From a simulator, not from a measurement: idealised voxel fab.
Process module heading - voxel gate over fins
In the cross-section labelled cut, the width is 240 nm and each square cell is 5 nm.
Notation: cross-section as square-cell grid; stated in bands, top first, going down; one or more cell rows per band.
Each band's line starts with the height of the band's top and of its bottom, in nm. Then come its materials from left to right, each with its width in nm. One material with "all across" fills the band from edge to edge. "empty" is empty space.
Ref level 0: as-received wafer is one material below here. Bottom band extends down with no lower bound ("z 0 and below").
Quick explanation for "30..40": the width changes in equal steps down the rows of cells, from the first number in the band's top row to the second number in its bottom row.
"no modifications" means the step left every cell of the cross-section as it was.
In the "Completely enclosed voids" entry, you get each enclosed empty space of 8 cells or more, one with no open way to the top, written width x height at distance, distance from the left edge, in nm.
Where a step's line continues beyond its settings, the continuation is a remark by the simulator itself on that step.
overlay nm: mask right of planned place by this much (step with mask). Neg. = left.
These are the steps we planned for the process
1: op RECEIVE | material Si
2: op CONFORMAL_DEP | material SiN | thk nm 10
3: op PATTERN | tone cover | mask id FINS | material resist | width nm 15 | pitch nm 60 | thk nm 20 | overlay nm 0
4: op DIRECTIONAL_ETCH | etch materials SiN | depth nm 10
5: op DIRECTIONAL_ETCH | etch materials Si | depth nm 40
6: op STRIP | etch materials resist
7: op OXIDIZE | depth nm 5
8: op FILL_DEP | material SiO2 | thk nm 15
9: op CMP | height nm 10
10: op PATTERN | tone open | mask id RAIL | material resist | width nm 15 | thk nm 15 | overlay nm 0
11: op DIRECTIONAL_ETCH | etch materials SiO2 | depth nm 45
12: op STRIP | etch materials resist
13: op CONFORMAL_DEP | material TiN | thk nm 5
14: op FILL_DEP | material Ru | thk nm 10
15: op CMP | height nm 10
16: op SELECTIVE_ETCH | etch materials W Ru TiN | depth nm 30
17: op FILL_DEP | material SiO2 | thk nm 5
18: op CMP | height nm 10
19: op SELECTIVE_ETCH | etch materials SiO2 | depth nm 20
20: op STRIP | etch materials SiN
21: op CONFORMAL_DEP | material HfO2 | thk nm 5
22: op CONFORMAL_DEP | material TiN | thk nm 5
23: op CONFORMAL_DEP | material TiAl | thk nm 5
24: op CONFORMAL_DEP | material TiN | thk nm 5
25: op FILL_DEP | material W | thk nm 15
26: op CMP | height nm 30
27: op CONFORMAL_DEP | material SiN | thk nm 5
As received (post step 1): cross-section
  z 0 and below  Si all across
  Completely enclosed voids: none
Here's the cross-section of the first of our two wafers at the end of the module - it ran as planned
  z 35 to 30  SiN all across
  z 30 to 20  W all across
  z 20 to 15  W 35 nm, then TiN 45 nm, then W 15 nm, then TiN 45 nm, then W 15 nm, then TiN 45 nm, then W 40 nm
  z 15 to 10  W 35 nm, then TiN 5 nm, then TiAl 35 nm, then TiN 5 nm, then W 15 nm, then TiN 5 nm, then TiAl 35 nm, then TiN 5 nm, then W 15 nm, then TiN 5 nm, then TiAl 35 nm, then TiN 5 nm, then W 40 nm
  z 10 to 5  TiN 40 nm, then TiAl 5 nm, then TiN 25 nm, then TiAl 5 nm, then TiN 25 nm, then TiAl 5 nm, then TiN 25 nm, then TiAl 5 nm, then TiN 25 nm, then TiAl 5 nm, then TiN 25 nm, then TiAl 5 nm, then TiN 45 nm
  z 5 to 0  TiAl 45 nm, then TiN 5 nm, then HfO2 15 nm, then TiN 5 nm, then TiAl 35 nm, then TiN 5 nm, then HfO2 15 nm, then TiN 5 nm, then TiAl 35 nm, then TiN 5 nm, then HfO2 15 nm, then TiN 5 nm, then TiAl 50 nm
  z 0 to -5  TiN 50 nm, then HfO2 5 nm, then Si 5 nm, then HfO2 5 nm, then TiN 45 nm, then HfO2 5 nm, then Si 5 nm, then HfO2 5 nm, then TiN 45 nm, then HfO2 5 nm, then Si 5 nm, then HfO2 5 nm, then TiN 55 nm
  z -5 to -10  HfO2 55 nm, then Si 5 nm, then HfO2 55 nm, then Si 5 nm, then HfO2 55 nm, then Si 5 nm, then HfO2 60 nm
  z -10 to -20  SiO2 55 nm, then Si 5 nm, then SiO2 55 nm, then Si 5 nm, then SiO2 55 nm, then Si 5 nm, then SiO2 60 nm
  z -20 to -30  SiO2 55 nm, then Si 5 nm, then SiO2 20 nm, then TiN 5 nm, then Ru 5 nm, then TiN 5 nm, then SiO2 20 nm, then Si 5 nm, then SiO2 55 nm, then Si 5 nm, then SiO2 60 nm
  z -30 to -35  SiO2 55 nm, then Si 5 nm, then SiO2 20 nm, then TiN 15 nm, then SiO2 20 nm, then Si 5 nm, then SiO2 55 nm, then Si 5 nm, then SiO2 60 nm
  z -35 to -45  SiO2 55 nm, then Si 5 nm, then SiO2 55 nm, then Si 5 nm, then SiO2 55 nm, then Si 5 nm, then SiO2 60 nm
  z -45 and below  Si all across
  Completely enclosed voids: none
End of module, second wafer, cross-section. Started like the first, planned like the first, run with one mistake
  z 35 to 30  SiN all across
  z 30 to 20  W all across
  z 20 to 15  W 35 nm, then TiN 45 nm, then W 15 nm, then TiN 45 nm, then W 15 nm, then TiN 45 nm, then W 40 nm
  z 15 to 10  W 35 nm, then TiN 5 nm, then TiAl 35 nm, then TiN 5 nm, then W 15 nm, then TiN 5 nm, then TiAl 35 nm, then TiN 5 nm, then W 15 nm, then TiN 5 nm, then TiAl 35 nm, then TiN 5 nm, then W 40 nm
  z 10 to 5  TiN 40 nm, then TiAl 5 nm, then TiN 25 nm, then TiAl 5 nm, then TiN 25 nm, then TiAl 5 nm, then TiN 25 nm, then TiAl 5 nm, then TiN 25 nm, then TiAl 5 nm, then TiN 25 nm, then TiAl 5 nm, then TiN 45 nm
  z 5 to 0  TiAl 45 nm, then TiN 5 nm, then HfO2 15 nm, then TiN 5 nm, then TiAl 35 nm, then TiN 5 nm, then HfO2 15 nm, then TiN 5 nm, then TiAl 35 nm, then TiN 5 nm, then HfO2 15 nm, then TiN 5 nm, then TiAl 50 nm
  z 0 to -5  TiN 50 nm, then HfO2 5 nm, then Si 5 nm, then HfO2 5 nm, then TiN 45 nm, then HfO2 5 nm, then Si 5 nm, then HfO2 5 nm, then TiN 45 nm, then HfO2 5 nm, then Si 5 nm, then HfO2 5 nm, then TiN 55 nm
  z -5 to -10  HfO2 55 nm, then Si 5 nm, then HfO2 55 nm, then Si 5 nm, then HfO2 55 nm, then Si 5 nm, then HfO2 60 nm
  z -10 to -20  SiO2 55 nm, then Si 5 nm, then SiO2 55 nm, then Si 5 nm, then SiO2 55 nm, then Si 5 nm, then SiO2 60 nm
  z -20 to -30  SiO2 55 nm, then Si 5 nm, then SiO2 20 nm, then TiN 5 nm, then Ru 10 nm, then TiN 5 nm, then SiO2 15 nm, then Si 5 nm, then SiO2 55 nm, then Si 5 nm, then SiO2 60 nm
  z -30 to -35  SiO2 55 nm, then Si 5 nm, then SiO2 20 nm, then TiN 20 nm, then SiO2 15 nm, then Si 5 nm, then SiO2 55 nm, then Si 5 nm, then SiO2 60 nm
  z -35 to -45  SiO2 55 nm, then Si 5 nm, then SiO2 55 nm, then Si 5 nm, then SiO2 55 nm, then Si 5 nm, then SiO2 60 nm
  z -45 and below  Si all across
  Completely enclosed voids: none
Plan not followed: step 10, actual vs plan mismatch, actual run op PATTERN | tone open | mask id RAIL | material resist | width nm 20 | thk nm 15 | overlay nm 0
FYI, end of process, the second wafer has more or fewer cells of some materials than the first: +2 Ru; -3 SiO2; +1 TiN
